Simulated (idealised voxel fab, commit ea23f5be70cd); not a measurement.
Name of the process module below: voxel gate over fins
It is cross-section cut that appears here, measuring 280 nm in width, its square cells being 5 nm in size.
Heads up, the way a cross-section reads in here is a grid of square cells, handed over as bands from the top down, with every band being one or more rows of cells. The band entry comprises the height of the band's top followed by the height of its bottom, expressed in nm, and subsequently the band's materials from left to right, each stated together with its width in nm. Where a single material is marked with the word "throughout", that material fills the band from edge to edge. The word "air" represents empty space. Ref level 0: as-received wafer is one material below here. Bottom band extends down with no lower bound ("from 0 down"). It should be noted that a width expressed as "30->40" varies in equal increments from row to row of cells within the band, taking the value of the first number at the top row and that of the second number at the bottom row. For the purposes of this document, the phrase "same as before" attached to a step denotes that no cell within the cross-section was modified by that step. Closed empty spaces (no open way to the top) of 8 cells or more are what "Sealed voids" lists, each as width x height at distance from the left edge, nm for all three. Text after the settings on a step's line: the simulator's own remark on that step. overlay nm: mask offset rightward from planned place, masked step; negative means leftward offset.
### The following list gives the planned process steps
1,RECEIVE (material Si)
2,CONFORMAL_DEP (material SiN; thk nm 5)
3,PATTERN (tone cover; mask id FINS; material resist; width nm 15; pitch nm 35; thk nm 15; overlay nm 0)
4,DIRECTIONAL_ETCH (etch materials SiN; depth nm 5)
5,DIRECTIONAL_ETCH (etch materials Si; depth nm 40)
6,STRIP (etch materials resist)
7,OXIDIZE (depth nm 5)
8,FILL_DEP (material SiO2; thk nm 15)
9,CMP (height nm 5)
10,SELECTIVE_ETCH (etch materials SiO2; depth nm 15)
11,STRIP (etch materials SiN)
12,CONFORMAL_DEP (material HfO2; thk nm 5)
13,CONFORMAL_DEP (material TiN; thk nm 5)
14,CONFORMAL_DEP (material TiAl; thk nm 5)
15,CONFORMAL_DEP (material TiN; thk nm 5)
16,FILL_DEP (material W; thk nm 10)
17,CMP (height nm 25)
18,CONFORMAL_DEP (material SiN; thk nm 10)
### Cross-section of the wafer upon arrival, representing the state reached after step 1
	from 0 down = Si throughout
	Sealed voids: none
### The cross-section shown corresponds to the wafer at the conclusion of the module. The initial structure and the process plan are those presented above; however, one mistake occurred in executing the plan
	from 35 to 25 = SiN throughout
	from 25 to 20 = W throughout
	from 20 to 10 = W: 80; TiN: 115; W: 85
	from 10 to 5 = TiN: 90; TiAl: 25; TiN: 10; TiAl: 25; TiN: 10; TiAl: 25; TiN: 95
	from 5 to 0 = TiN: 90; TiAl: 5; HfO2: 15; TiAl: 5; TiN: 10; TiAl: 5; HfO2: 15; TiAl: 5; TiN: 10; TiAl: 5; HfO2: 15; TiAl: 5; TiN: 95
	from 0 to -5 = TiAl: 95; HfO2: 5; Si: 5; HfO2: 5; TiAl: 20; HfO2: 5; Si: 5; HfO2: 5; TiAl: 20; HfO2: 5; Si: 5; HfO2: 5; TiAl: 100
	from -5 to -10 = HfO2: 100; Si: 5; HfO2: 30; Si: 5; HfO2: 30; Si: 5; HfO2: 105
	from -10 to -45 = SiO2: 100; Si: 5; SiO2: 30; Si: 5; SiO2: 30; Si: 5; SiO2: 105
	from -45 down = Si throughout
	Sealed voids: none
Heads up, the wafer didn't run the way we planned it: steps 13 and 14: order swapped relative to plan
